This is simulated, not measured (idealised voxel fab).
Process module in this document: voxel self aligned contacts
In the cross-section labelled cut, the width is 205 nm and each square cell is 5 nm.
A cross-section in this document is a grid of square cells, and it is written down as bands, the top band listed before the ones below it; a band is made up of one or more rows of cells.
For a band, the entry starts with two heights in nm, that of the top and then that of the bottom, and carries on with the band's materials in order from left to right, each alongside its width in nm; the word "throughout" beside a single material means it fills the band edge to edge, and "blank" means empty space.
Heights are reckoned from 0. Under this level, the received wafer is all of one material. The bottommost band is open-ended downward, for example "top 0, no bottom".
The width entry "30->40" should be interpreted row by row: the top row of cells in the band takes the first number, the bottom row takes the second number, and the change between adjacent rows is uniform throughout.
Key: "stayed the same" - step with no changed cell in the cross-section.
Trapped void list: empty space of 8 cells or more with no open way to the top, each as width x height at its distance from the left edge, in nm
Text after the settings on a step's line: the simulator's own remark on that step.
If you see "overlay nm" on a step's line and that step has a mask, it's telling you how far right of where it was planned the mask ended up; a negative number means it went left instead.

Here's what the planned process steps look like:
| 1 | op RECEIVE | material Si |
| 2 | op OXIDIZE | depth nm 5 |
| 3 | op DIRECTIONAL_DEP | material polySi | thk nm 30 |
| 4 | op DIRECTIONAL_DEP | material SiN | thk nm 20 |
| 5 | op MASKED_ETCH | tone cover | mask id GATE | width nm 25 | pitch nm 50 | etch materials SiN | depth nm 20 | overlay nm 0 |
| 6 | op MASKED_ETCH | tone cover | mask id GATE | width nm 25 | pitch nm 50 | etch materials polySi | depth nm 30 | overlay nm 0 |
| 7 | op CONFORMAL_DEP | material SiN | thk nm 5 |
| 8 | op DIRECTIONAL_ETCH | etch materials SiN | depth nm 5 |
| 9 | op FILL_DEP | material SiO2 | thk nm 10 |
| 10 | op CMP | height nm 55 |
| 11 | op DIRECTIONAL_DEP | material aC | thk nm 10 |
| 12 | op PATTERN | tone open | mask id CONTACT | material resist | width nm 35 | thk nm 25 | overlay nm 0 |
| 13 | op DIRECTIONAL_ETCH | etch materials aC | depth nm 10 |
| 14 | op STRIP | etch materials resist |
| 15 | op DIRECTIONAL_ETCH | etch materials SiO2 | depth nm 60 |
| 16 | op STRIP | etch materials aC |
| 17 | op CONFORMAL_DEP | material TiN | thk nm 5 |
| 18 | op FILL_DEP | material W | thk nm 10 |
| 19 | op CMP | height nm 55 |
| 20 | op CONFORMAL_DEP | material SiCN | thk nm 5 |

Here's what the wafer looked like in cross-section when it arrived - that's after step 1:
    top 0, no bottom = Si throughout
    Trapped void list: none

Starting wafer: above. Plan: above. Run: one mistake. Cross-section after the module: below:
    top 60, bottom 55 = SiCN throughout
    top 55, bottom 40 = SiO2 (60) / SiN (35) / TiN (5) / W (5) / TiN (5) / SiN (35) / SiO2 (60)
    top 40, bottom 35 = SiO2 (60) / SiN (35) / TiN (15) / SiN (35) / SiO2 (60)
    top 35, bottom 30 = SiN throughout
    top 30, bottom 0 = polySi throughout
    top 0, bottom -5 = SiO2 throughout
    top -5, no bottom = Si throughout
    Trapped void list: none
Deviation noted in wafer processing: not per plan at step 4, really ran op DIRECTIONAL_DEP | material SiN | thk nm 25
